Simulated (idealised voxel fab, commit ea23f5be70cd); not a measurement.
Process module in this document: voxel spacer lines
For reference, the cross-section in this document is cut, with width 225 nm and square cells of 5 nm.
Format of a cross-section: grid, square cells. Given as bands. Order: top down. Band: one or more rows of cells.
A band entry consists of two parts. The first gives the height of the band's top and the height of its bottom, in nm. The rest lists the band's materials from left to right, each with its width in nm. A single material labelled with the word "everywhere" fills the band from edge to edge, and the word "empty" marks empty space.
We count height from 0. Below that, the starting wafer is all one material. The lowest band never ends at the bottom but goes on down; see "0 -> down" for how that is written.
You'd read "30->40" like this: the band's top row of cells is as wide as the first number, its bottom row is as wide as the second, and going down, every row changes width by the same amount as the row before did.
"no alterations made" (step): cross-section cells unchanged, all of them.
The list in "Sealed void listing" covers empty spaces of 8 cells or more that cannot reach the top through any open way, and it gives each as width x height at distance; the distance is from the left edge, and width, height and distance are in nm.
Where a step's line continues beyond its settings, the continuation is a remark by the simulator itself on that step.
overlay nm, on a step with a mask: how far to the right of its planned place the mask lay; to the left if negative
-- Process steps - plan
1,RECEIVE | material Si
2,CONFORMAL_DEP | material Al2O3 | thk nm 10
3,DIRECTIONAL_DEP | material W | thk nm 15
4,DIRECTIONAL_DEP | material aC | thk nm 25
5,PATTERN | tone cover | mask id MANDREL | material resist | width nm 25 | pitch nm 80 | thk nm 30 | overlay nm 0
6,DIRECTIONAL_ETCH | etch materials aC | depth nm 25
7,STRIP | etch materials resist
8,CONFORMAL_DEP | material SiO2 | thk nm 15
9,DIRECTIONAL_ETCH | etch materials SiO2 | depth nm 15
10,STRIP | etch materials aC
11,DIRECTIONAL_ETCH | etch materials W | depth nm 15
12,STRIP | etch materials SiO2
-- As-received wafer cross-section (after step 1)
  0 -> down: Si everywhere
  Sealed void listing: none
-- Cross-section taken at module completion on the first of two wafers; processed per the plan
  25 -> 10: 5 of empty / 15 of W / 25 of empty / 15 of W / 25 of empty / 15 of W / 25 of empty / 15 of W / 25 of empty / 15 of W / 25 of empty / 15 of W / 5 of empty
  10 -> 0: Al2O3 everywhere
  0 -> down: Si everywhere
  Sealed void listing: none
-- What the second wafer looks like in cross-section once the module is done. Its start and its plan matched the first wafer's exactly; what differed was one mistake in how it was run
  40 -> 25: 5 of empty / 15 of W / 25 of empty / 15 of W / 25 of empty / 15 of W / 25 of empty / 15 of W / 25 of empty / 15 of W / 25 of empty / 15 of W / 5 of empty
  25 -> 10: W everywhere
  10 -> 0: Al2O3 everywhere
  0 -> down: Si everywhere
  Sealed void listing: none
The mistake made against the process plan was this: step 3 of the plan was executed twice over
Final wafer comparison in cells, second versus first, more or fewer per material: 135 more of W
